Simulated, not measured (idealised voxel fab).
You're looking at the process module voxel self aligned contacts.
The cross-section shown here is cut; it is 205 nm wide and divided into square cells measuring 5 nm on a side.
Bands, listed from the top down, are how a cross-section gets written in this document; the cross-section itself is a grid of square cells, and a band is one or more rows of them.
The band entry comprises the height of the band's top followed by the height of its bottom, expressed in nm, and subsequently the band's materials from left to right, each stated together with its width in nm. Where a single material is marked with the word "all across", that material fills the band from edge to edge. The word "blank" represents empty space.
Heights from 0 (as-received wafer is one material below). Bottom band endless downward, as "0 down".
It should be noted that a width expressed as "30 to 40" varies in equal increments from row to row of cells within the band, taking the value of the first number at the top row and that of the second number at the bottom row.
It should be understood that the words "nothing changed", when stated for a given step, signify that the cross-section underwent no change in any of its cells during that step.
The entry "Fully enclosed voids" lists the empty spaces that cover at least 8 cells and have no open path to the top. Each is written as width x height at distance, where the distance is measured from the left edge and all three values are in nm.
Where a step's line continues beyond its settings, the continuation is a remark by the simulator itself on that step.
"overlay nm", when on a step's line for a step with a mask, measures how far to the right of its planned place the mask lay; a negative measure means to the left.
**Listed below are the process steps as planned**
| 1 | RECEIVE,material Si |
| 2 | OXIDIZE,depth nm 5 |
| 3 | DIRECTIONAL_DEP,material polySi,thk nm 20 |
| 4 | DIRECTIONAL_DEP,material SiN,thk nm 25 |
| 5 | MASKED_ETCH,tone cover,mask id GATE,width nm 30,pitch nm 65,etch materials SiN,depth nm 25,overlay nm 0 |
| 6 | MASKED_ETCH,tone cover,mask id GATE,width nm 30,pitch nm 65,etch materials polySi,depth nm 20,overlay nm 0 |
| 7 | CONFORMAL_DEP,material SiN,thk nm 10 |
| 8 | DIRECTIONAL_ETCH,etch materials SiN,depth nm 10 |
| 9 | FILL_DEP,material SiO2,thk nm 20 |
| 10 | CMP,height nm 55 |
| 11 | DIRECTIONAL_DEP,material aC,thk nm 15 |
| 12 | PATTERN,tone open,mask id CONTACT,material resist,width nm 45,thk nm 30,overlay nm 0 |
| 13 | DIRECTIONAL_ETCH,etch materials aC,depth nm 15 |
| 14 | STRIP,etch materials resist |
| 15 | DIRECTIONAL_ETCH,etch materials SiO2,depth nm 60 |
| 16 | STRIP,etch materials aC |
| 17 | CONFORMAL_DEP,material TiN,thk nm 5 |
| 18 | FILL_DEP,material Ru,thk nm 5 |
| 19 | CMP,height nm 55 |
| 20 | CONFORMAL_DEP,material SiCN,thk nm 5 |
**First wafer out of two, processed as planned**
**as received, after step 1**
* 0 down = Si all across
* Fully enclosed voids: none
**after step 2**
* 0 to -5 = SiO2 all across
* Below -5, no change.
**after step 3**
* 20 to 0 = polySi all across
* Below 0, no change.
**after step 4**
* 45 to 20 = SiN all across
* Below 20, no change.
**after step 5**
* 45 to 20 = 55 blank, 30 SiN, 35 blank, 30 SiN, 55 blank
* Below 20, no change.
**after step 6**
* 45 to 20 = 55 blank, 30 SiN, 35 blank, 30 SiN, 55 blank
* 20 to 0 = 55 blank, 30 polySi, 35 blank, 30 polySi, 55 blank
* Below 0, no change.
**after step 7**
* 55 to 20 = 45 blank, 50 SiN, 15 blank, 50 SiN, 45 blank
* 20 to 10 = 45 blank, 10 SiN, 30 polySi, 10 SiN, 15 blank, 10 SiN, 30 polySi, 10 SiN, 45 blank
* 10 to 0 = 55 SiN, 30 polySi, 35 SiN, 30 polySi, 55 SiN
* Below 0, no change.
**after step 8**
* 45 to 20 = 45 blank, 50 SiN, 15 blank, 50 SiN, 45 blank
* 20 to 0 = 45 blank, 10 SiN, 30 polySi, 10 SiN, 15 blank, 10 SiN, 30 polySi, 10 SiN, 45 blank
* Below 0, no change.
**after step 9**
* 65 to 45 = SiO2 all across
* 45 to 20 = 45 SiO2, 50 SiN, 15 SiO2, 50 SiN, 45 SiO2
* 20 to 0 = 45 SiO2, 10 SiN, 30 polySi, 10 SiN, 15 SiO2, 10 SiN, 30 polySi, 10 SiN, 45 SiO2
* Below 0, no change.
**after step 10**
* 55 to 45 = SiO2 all across
* Below 45, no change.
**after step 11**
* 70 to 55 = aC all across
* Below 55, no change.
**after step 12**
* 100 to 70 = 80 resist, 45 blank, 80 resist
* Below 70, no change.
**after step 13**
* 85 to 70 = 80 resist, 45 blank, 80 resist
* 70 to 55 = 80 aC, 45 blank, 80 aC
* Below 55, no change.
**after step 14**
* 70 to 55 = 80 aC, 45 blank, 80 aC
* Below 55, no change.
**after step 15**
* 70 to 55 = 80 aC, 45 blank, 80 aC
* 55 to 45 = 80 SiO2, 45 blank, 80 SiO2
* 45 to 20 = 45 SiO2, 50 SiN, 15 blank, 50 SiN, 45 SiO2
* 20 to 0 = 45 SiO2, 10 SiN, 30 polySi, 10 SiN, 15 blank, 10 SiN, 30 polySi, 10 SiN, 45 SiO2
* 0 to -5 = 95 SiO2, 15 blank, 95 SiO2
* Below -5, no change.
**after step 16**
* 55 to 45 = 80 SiO2, 45 blank, 80 SiO2
* Below 45, no change.
**after step 17**
* 60 to 55 = 85 TiN, 35 blank, 85 TiN
* 55 to 45 = 80 SiO2, 5 to 20 TiN, 35 to 5 blank, 5 to 20 TiN, 80 SiO2
* 45 to 20 = 45 SiO2, 50 SiN, 5 TiN, 5 blank, 5 TiN, 50 SiN, 45 SiO2
* 20 to 0 = 45 SiO2, 10 SiN, 30 polySi, 10 SiN, 5 TiN, 5 blank, 5 TiN, 10 SiN, 30 polySi, 10 SiN, 45 SiO2
* 0 to -5 = 95 SiO2, 15 TiN, 95 SiO2
* Below -5, no change.
**after step 18**
* 65 to 60 = Ru all across
* 60 to 55 = 85 TiN, 35 Ru, 85 TiN
* 55 to 45 = 80 SiO2, 5 to 20 TiN, 35 to 5 Ru, 5 to 20 TiN, 80 SiO2
* 45 to 20 = 45 SiO2, 50 SiN, 5 TiN, 5 Ru, 5 TiN, 50 SiN, 45 SiO2
* 20 to 0 = 45 SiO2, 10 SiN, 30 polySi, 10 SiN, 5 TiN, 5 Ru, 5 TiN, 10 SiN, 30 polySi, 10 SiN, 45 SiO2
* Below 0, no change.
**after step 19**
* 55 to 45 = 80 SiO2, 5 to 20 TiN, 35 to 5 Ru, 5 to 20 TiN, 80 SiO2
* Below 45, no change.
**after step 20**
* 60 to 55 = SiCN all across
* Below 55, no change.
**The second wafer was prepared from the same starting point and under the same plan as the first; its processing contained one mistake, and it remains indistinguishable from the first wafer up to and including step 11**
**Second wafer at the planned finish of step 12, seen in cross-section**
* 100 to 70 = 80 blank, 45 resist, 80 blank
* Below 70, no change.
**Second wafer at the planned finish of step 13, seen in cross-section**
* 85 to 70 = 80 blank, 45 resist, 80 blank
* 70 to 55 = 80 blank, 45 aC, 80 blank
* Below 55, no change.
**Second wafer at the planned finish of step 14, seen in cross-section**
* 70 to 55 = 80 blank, 45 aC, 80 blank
* Below 55, no change.
**Second wafer at the planned finish of step 15, seen in cross-section**
* 70 to 55 = 80 blank, 45 aC, 80 blank
* 55 to 45 = 80 blank, 45 SiO2, 80 blank
* 45 to 20 = 45 blank, 50 SiN, 15 SiO2, 50 SiN, 45 blank
* 20 to 0 = 45 blank, 10 SiN, 30 polySi, 10 SiN, 15 SiO2, 10 SiN, 30 polySi, 10 SiN, 45 blank
* 0 to -5 = 45 blank, 115 SiO2, 45 blank
* Below -5, no change.
**Second wafer at the planned finish of step 16, seen in cross-section**
* 55 to 45 = 80 blank, 45 SiO2, 80 blank
* Below 45, no change.
**Second wafer at the planned finish of step 17, seen in cross-section**
* 60 to 55 = 75 blank, 55 TiN, 75 blank
* 55 to 45 = 75 to 40 blank, 5 to 40 TiN, 45 SiO2, 5 to 40 TiN, 75 to 40 blank
* 45 to 20 = 40 blank, 5 TiN, 50 SiN, 15 SiO2, 50 SiN, 5 TiN, 40 blank
* 20 to 0 = 40 blank, 5 TiN, 10 SiN, 30 polySi, 10 SiN, 15 SiO2, 10 SiN, 30 polySi, 10 SiN, 5 TiN, 40 blank
* 0 to -5 = 45 TiN, 115 SiO2, 45 TiN
* Below -5, no change.
**Second wafer at the planned finish of step 18, seen in cross-section**
* 65 to 60 = Ru all across
* 60 to 55 = 75 Ru, 55 TiN, 75 Ru
* 55 to 45 = 75 to 40 Ru, 5 to 40 TiN, 45 SiO2, 5 to 40 TiN, 75 to 40 Ru
* 45 to 20 = 40 Ru, 5 TiN, 50 SiN, 15 SiO2, 50 SiN, 5 TiN, 40 Ru
* 20 to 0 = 40 Ru, 5 TiN, 10 SiN, 30 polySi, 10 SiN, 15 SiO2, 10 SiN, 30 polySi, 10 SiN, 5 TiN, 40 Ru
* Below 0, no change.
**Second wafer at the planned finish of step 19, seen in cross-section**
* 55 to 45 = 75 to 40 Ru, 5 to 40 TiN, 45 SiO2, 5 to 40 TiN, 75 to 40 Ru
* Below 45, no change.
**Second wafer at the planned finish of step 20, seen in cross-section**
* 60 to 55 = SiCN all across
* Below 55, no change.
Short version of what went wrong: step 12 deviated from plan and actually ran as PATTERN,tone cover,mask id CONTACT,material resist,width nm 45,thk nm 30,overlay nm 0
FYI, end of process, the second wafer has more or fewer cells of some materials than the first: Ru +173; SiO2 -196; TiN +23
